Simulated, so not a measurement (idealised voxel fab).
Herein follows the process module entitled voxel air gaps.
Xsec cut, 235 nm wide, square cell size 5 nm.
Each cross-section below is a grid of square cells, stated as bands in top-down order, with one or more rows of cells making up each band. Band entry format. Leading values: height of top, height of bottom, nm. Remainder: materials in left-to-right order, each with its width in nm. Special words: "everywhere" on a single material, which then fills the band edge to edge; "empty", empty space. A quick word on heights: they are counted from 0, and under that level the wafer as it came to us is one material throughout. The lowest band is different from the rest in having no bottom; it simply continues downward, written as in "0 down". A two-number width, for instance "30 to 40", indicates that the width is equal to the first number in the top row of the band and to the second number in the bottom row, and that it changes by a constant amount per row of cells. "everything unchanged" (step): cross-section cells unchanged, all of them. Any empty space of 8 cells or more lacking an open way to the top shows up in "Closed internal voids" as width x height at distance, distance from the left edge, in nm. Past the settings on a step's line: simulator remark, on that step. overlay nm: mask offset rightward from planned place, masked step; negative means leftward offset.
-- Planned process steps
1) RECEIVE: material Si
2) CONFORMAL_DEP: material SiO2, thk nm 15
3) CONFORMAL_DEP: material SiN, thk nm 5
4) DIRECTIONAL_DEP: material lowk, thk nm 35
5) DIRECTIONAL_DEP: material aC, thk nm 15
6) PATTERN: tone open, mask id LINES, material resist, width nm 25, pitch nm 50, thk nm 30, overlay nm 0
7) DIRECTIONAL_ETCH: etch materials aC, depth nm 15
8) STRIP: etch materials resist
9) DIRECTIONAL_ETCH: etch materials lowk, depth nm 35
10) STRIP: etch materials aC
11) CONFORMAL_DEP: material TiN, thk nm 5
12) FILL_DEP: material Cu, thk nm 10
13) CMP: height nm 55
14) EPI: material Ru, thk nm 10
15) SELECTIVE_ETCH: etch materials lowk, depth nm 45
16) CONFORMAL_DEP: material SiCN, thk nm 5
-- So this is the incoming wafer in cross-section - it's already been through step 1
* 0 down | Si everywhere
* Closed internal voids: none
-- Wafer cross-section at end of module: start and plan as shown above, one execution error
* 70 to 65 | empty: 40, SiCN: 155, empty: 40
* 65 to 55 | empty: 40, SiCN: 5, Ru: 45, SiCN: 5, Ru: 45, SiCN: 5, Ru: 45, SiCN: 5, empty: 40
* 55 to 25 | empty: 40, SiCN: 5, Ru: 10, TiN: 5, Cu: 15, TiN: 5, Ru: 10, SiCN: 5, Ru: 10, TiN: 5, Cu: 15, TiN: 5, Ru: 10, SiCN: 5, Ru: 10, TiN: 5, Cu: 15, TiN: 5, Ru: 10, SiCN: 5, empty: 40
* 25 to 20 | SiCN: 45, Ru: 10, TiN: 25, Ru: 10, SiCN: 5, Ru: 10, TiN: 25, Ru: 10, SiCN: 5, Ru: 10, TiN: 25, Ru: 10, SiCN: 45
* 20 to 15 | SiN everywhere
* 15 to 0 | SiO2 everywhere
* 0 down | Si everywhere
* Closed internal voids: none
Deviation from plan: deviation from plan: step 15 and step 14 executed in one another's positions
